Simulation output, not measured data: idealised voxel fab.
Module name: voxel wiring stack (process module)
Displayed cross-section: cut, width of 200 nm, square cells sized 5 nm.
Bands, listed from the top down, are how a cross-section gets written in this document; the cross-section itself is a grid of square cells, and a band is one or more rows of them. Each band's line starts with the height of the band's top and of its bottom, in nm. Then come its materials from left to right, each with its width in nm. One material with "all across" fills the band from edge to edge. "air" is empty space. Beneath 0, the wafer as received is one material, and that level is where height counting begins. The lowest band goes on downward without a bottom; it is written like "0 and below". You'd read "30..40" like this: the band's top row of cells is as wide as the first number, its bottom row is as wide as the second, and going down, every row changes width by the same amount as the row before did. Where the words "nothing different" appear for a step, the cross-section shows no cell changed by that step; every cell remained as before. Closed-off voids of 8+ cells (no open route to the top) go in "Closed-off voids", written width x height at distance from the left edge, in nm. Anything after a step's settings on that line? It's the simulator's own note about the step. overlay nm: step with mask; distance mask lay right of planned place; negative value = left of planned place.

BELOW IS THE LIST OF PLANNED PROCESS STEPS
1: RECEIVE | material Si
2: CONFORMAL_DEP | material SiO2 | thk nm 15
3: DIRECTIONAL_DEP | material TiN | thk nm 5
4: DIRECTIONAL_DEP | material Ru | thk nm 15
5: MASKED_ETCH | tone cover | mask id METAL_1 | width nm 25 | pitch nm 50 | etch materials Ru | depth nm 15 | overlay nm 0
6: MASKED_ETCH | tone cover | mask id METAL_1 | width nm 25 | pitch nm 50 | etch materials TiN | depth nm 5 | overlay nm 0
7: CONFORMAL_DEP | material SiCN | thk nm 5
8: FILL_DEP | material SiO2 | thk nm 5
9: CMP | height nm 35
10: CONFORMAL_DEP | material SiCN | thk nm 5
11: DIRECTIONAL_DEP | material SiO2 | thk nm 20
12: DIRECTIONAL_DEP | material aC | thk nm 10
13: PATTERN | tone open | mask id PLUG_1 | material resist | width nm 15 | pitch nm 50 | thk nm 25 | overlay nm 0
14: DIRECTIONAL_ETCH | etch materials aC | depth nm 10
15: STRIP | etch materials resist
16: DIRECTIONAL_ETCH | etch materials SiO2 | depth nm 20
17: DIRECTIONAL_ETCH | etch materials SiCN | depth nm 5
18: STRIP | etch materials aC
19: EPI | material Ru | thk nm 10
20: EPI | material Ru | thk nm 10
21: EPI | material Ru | thk nm 5
22: DIRECTIONAL_DEP | material TiN | thk nm 5
23: DIRECTIONAL_DEP | material Ru | thk nm 20
24: MASKED_ETCH | tone cover | mask id METAL_2 | width nm 25 | pitch nm 50 | etch materials Ru | depth nm 20 | overlay nm 0
25: MASKED_ETCH | tone cover | mask id METAL_2 | width nm 25 | pitch nm 50 | etch materials TiN | depth nm 5 | overlay nm 0
26: CONFORMAL_DEP | material SiN | thk nm 5
27: FILL_DEP | material SiO2 | thk nm 10
28: CMP | height nm 85
29: CONFORMAL_DEP | material SiCN | thk nm 5
30: DIRECTIONAL_DEP | material lowk | thk nm 15
31: PATTERN | tone open | mask id PLUG_2 | material resist | width nm 15 | thk nm 15 | overlay nm 0
32: DIRECTIONAL_ETCH | etch materials lowk | depth nm 15
33: DIRECTIONAL_ETCH | etch materials SiCN | depth nm 5
34: STRIP | etch materials resist
35: CONFORMAL_DEP | material TiN | thk nm 5
36: FILL_DEP | material Cu | thk nm 10
37: CMP | height nm 105
38: DIRECTIONAL_DEP | material TiN | thk nm 5
39: DIRECTIONAL_DEP | material Ru | thk nm 15
40: MASKED_ETCH | tone cover | mask id METAL_3 | width nm 25 | pitch nm 50 | etch materials Ru | depth nm 15 | overlay nm 0
41: MASKED_ETCH | tone cover | mask id METAL_3 | width nm 25 | pitch nm 50 | etch materials TiN | depth nm 5 | overlay nm 0
42: CONFORMAL_DEP | material SiCN | thk nm 5
43: FILL_DEP | material lowk | thk nm 10
44: CMP | height nm 125
45: CONFORMAL_DEP | material SiCN | thk nm 5

AS RECEIVED, AFTER STEP 1
> 0 and below: Si all across
> Closed-off voids: none

WAFER CROSS-SECTION AT END OF MODULE: START AND PLAN AS SHOWN ABOVE, ONE EXECUTION ERROR
> 130 down to 125: SiCN all across
> 125 down to 110: 55 nm lowk | 5 nm SiCN | 25 nm Ru | 5 nm SiCN | 15 nm lowk | 5 nm SiCN | 25 nm Ru | 5 nm SiCN | 60 nm lowk
> 110 down to 105: 60 nm SiCN | 25 nm TiN | 25 nm SiCN | 25 nm TiN | 65 nm SiCN
> 105 down to 90: 60 nm lowk | 5 nm TiN | 5 nm Cu | 5 nm TiN | 125 nm lowk
> 90 down to 85: 60 nm SiCN | 15 nm TiN | 125 nm SiCN
> 85 down to 80: 55 nm SiO2 | 35 nm SiN | 15 nm SiO2 | 35 nm SiN | 60 nm SiO2
> 80 down to 65: 55 nm SiO2 | 5 nm SiN | 25 nm Ru | 5 nm SiN | 15 nm SiO2 | 5 nm SiN | 25 nm Ru | 5 nm SiN | 60 nm SiO2
> 65 down to 60: 60 nm SiN | 25 nm Ru | 25 nm SiN | 25 nm Ru | 65 nm SiN
> 60 down to 40: 60 nm SiO2 | 15 nm Ru | 35 nm SiO2 | 15 nm Ru | 75 nm SiO2
> 40 down to 35: 60 nm SiCN | 15 nm Ru | 35 nm SiCN | 15 nm Ru | 75 nm SiCN
> 35 down to 20: 55 nm SiO2 | 5 nm SiCN | 25 nm Ru | 5 nm SiCN | 15 nm SiO2 | 5 nm SiCN | 25 nm Ru | 5 nm SiCN | 60 nm SiO2
> 20 down to 15: 60 nm SiCN | 25 nm TiN | 25 nm SiCN | 25 nm TiN | 65 nm SiCN
> 15 down to 0: SiO2 all across
> 0 and below: Si all across
> Closed-off voids: none
Which mistake was made when the wafer was run? step 22 of the plan never got run, it was skipped over
